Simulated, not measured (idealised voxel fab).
The name of this process module is voxel lift off.
The figure presents cross-section cut, which has a width of 170 nm and is divided into square cells with an edge length of 5 nm.
Format of a cross-section: grid, square cells. Given as bands. Order: top down. Band: one or more rows of cells. This entry defines a band. It first specifies the height of the band's top and the height of its bottom in nm, and then specifies the band's materials from left to right, stating each material with its width in nm. The word "everywhere" identifies a single material that fills the band from edge to edge, while the word "empty" identifies empty space. We count height from 0. Below that, the starting wafer is all one material. The lowest band never ends at the bottom but goes on down; see "0 and below" for how that is written. Note: "30 to 40" means the width goes from the first number (top row of the band) to the second number (bottom row) in equal steps per row of cells. You'll sometimes find "all unchanged" written for a step, and that's the way of saying that nowhere in the cross-section did a cell change during that step. Listed in "Enclosed internal cavities": every empty space of 8 or more cells without an open way to the top. Form: width x height at distance, the distance being from the left edge, all in nm. The remark found on a step's line after its settings is issued by the simulator itself and pertains to that step. Each step line may optionally specify "overlay nm", which for a step with a mask gives the rightward distance between the mask's planned place and where it lay, a negative value indicating the leftward direction.

These are the steps we planned for the process
| 1 | RECEIVE, material Si |
| 2 | CONFORMAL_DEP, material SiN, thk nm 5 |
| 3 | PATTERN, tone open, mask id LINES, material resist, width nm 20, pitch nm 50, thk nm 25, overlay nm 0 |
| 4 | DIRECTIONAL_DEP, material Ru, thk nm 10 |
| 5 | STRIP, etch materials resist |
| 6 | CONFORMAL_DEP, material SiCN, thk nm 5 |

Incoming wafer, cross-sectional view, post step 1
> 0 and below: Si everywhere
> Enclosed internal cavities: none

The first of the two wafers as seen in cross-section once the module was finished; processing followed the plan
> 20 down to 15: empty 45 / SiCN 30 / empty 20 / SiCN 30 / empty 45
> 15 down to 10: empty 45 / SiCN 5 / Ru 20 / SiCN 5 / empty 20 / SiCN 5 / Ru 20 / SiCN 5 / empty 45
> 10 down to 5: SiCN 50 / Ru 20 / SiCN 30 / Ru 20 / SiCN 50
> 5 down to 0: SiN everywhere
> 0 and below: Si everywhere
> Enclosed internal cavities: none

Wafer two (of two), end-of-module cross-section: start = wafer one, plan = wafer one, one run mistake
> 20 down to 15: empty 35 / SiCN 30 / empty 20 / SiCN 30 / empty 55
> 15 down to 10: empty 35 / SiCN 5 / Ru 20 / SiCN 5 / empty 20 / SiCN 5 / Ru 20 / SiCN 5 / empty 55
> 10 down to 5: SiCN 40 / Ru 20 / SiCN 30 / Ru 20 / SiCN 60
> 5 down to 0: SiN everywhere
> 0 and below: Si everywhere
> Enclosed internal cavities: none
Processing error: step 3 changed vs plan, executed as PATTERN, tone open, mask id LINES, material resist, width nm 20, pitch nm 50, thk nm 25, overlay nm -10
By the end, you'd get the same cell count for each material on either wafer, but the second wafer puts them somewhere else.
